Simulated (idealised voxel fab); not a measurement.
Title: Process Module voxel local oxidation
Square cells of 5 nm make up the cross-section cut, whose width is 255 nm.
Notation: cross-section as square-cell grid; stated in bands, top first, going down; one or more cell rows per band. What a band's entry tells you: where the top is and where the bottom is, as heights in nm, and after that what lies inside, material by material from left to right, each with its width in nm. Empty space is written as the word "blank", and a single material marked with the word "edge to edge" occupies the band from edge to edge. For the purposes of this specification, 0 denotes the height below which the wafer in its as-received condition is composed wholly of one material, and the lowermost band, lacking a lower limit, extends downward without end, as expressed in "z 0 and below". The width entry "30->40" should be interpreted row by row: the top row of cells in the band takes the first number, the bottom row takes the second number, and the change between adjacent rows is uniform throughout. "all unchanged" after a step means that no cell of the cross-section changed. Enclosed voids (no open way to top), threshold 8 cells or more, entry "Sealed internal voids", notation width x height at distance, distance from left edge, nm. The remark found on a step's line after its settings is issued by the simulator itself and pertains to that step. overlay nm: where the mask lay relative to plan, measured to the right, on steps with a mask; negatives go left.

## This section lists the process steps that were planned
step 1: RECEIVE (material Si)
step 2: CONFORMAL_DEP (material SiO2; thk nm 5)
step 3: CONFORMAL_DEP (material SiN; thk nm 15)
step 4: DIRECTIONAL_DEP (material aC; thk nm 15)
step 5: PATTERN (tone cover; mask id ACTIVE; material resist; width nm 130; thk nm 35; overlay nm 0)
step 6: DIRECTIONAL_ETCH (etch materials aC; depth nm 15)
step 7: STRIP (etch materials resist)
step 8: DIRECTIONAL_ETCH (etch materials SiN; depth nm 15)
step 9: STRIP (etch materials aC)
step 10: SELECTIVE_ETCH (etch materials SiO2; depth nm 5)
step 11: OXIDIZE (depth nm 15)
step 12: STRIP (etch materials SiN)

## Cross-section, incoming material, after step 1
    z 0 and below = Si edge to edge
    Sealed internal voids: none

## First of two wafers, end-of-module section, run followed plan
    z 5 to 0 = blank=65  SiO2=120  blank=70
    z 0 to -15 = SiO2=80  Si=90  SiO2=85
    z -15 and below = Si edge to edge
    Sealed internal voids: none

## This cross-section belongs to the second wafer of two at the end of the module; the start and the plan were shared with the first, and the run included one mistake
    z 5 to 0 = SiO2=55  blank=140  SiO2=60
    z 0 to -15 = Si=40  SiO2=170  Si=45
    z -15 and below = Si edge to edge
    Sealed internal voids: none
Deviation from plan: step 5 ran as: PATTERN (tone open; mask id ACTIVE; material resist; width nm 130; thk nm 35; overlay nm 0)
at the end the second wafer has, in cells: Si -3, SiO2 +2
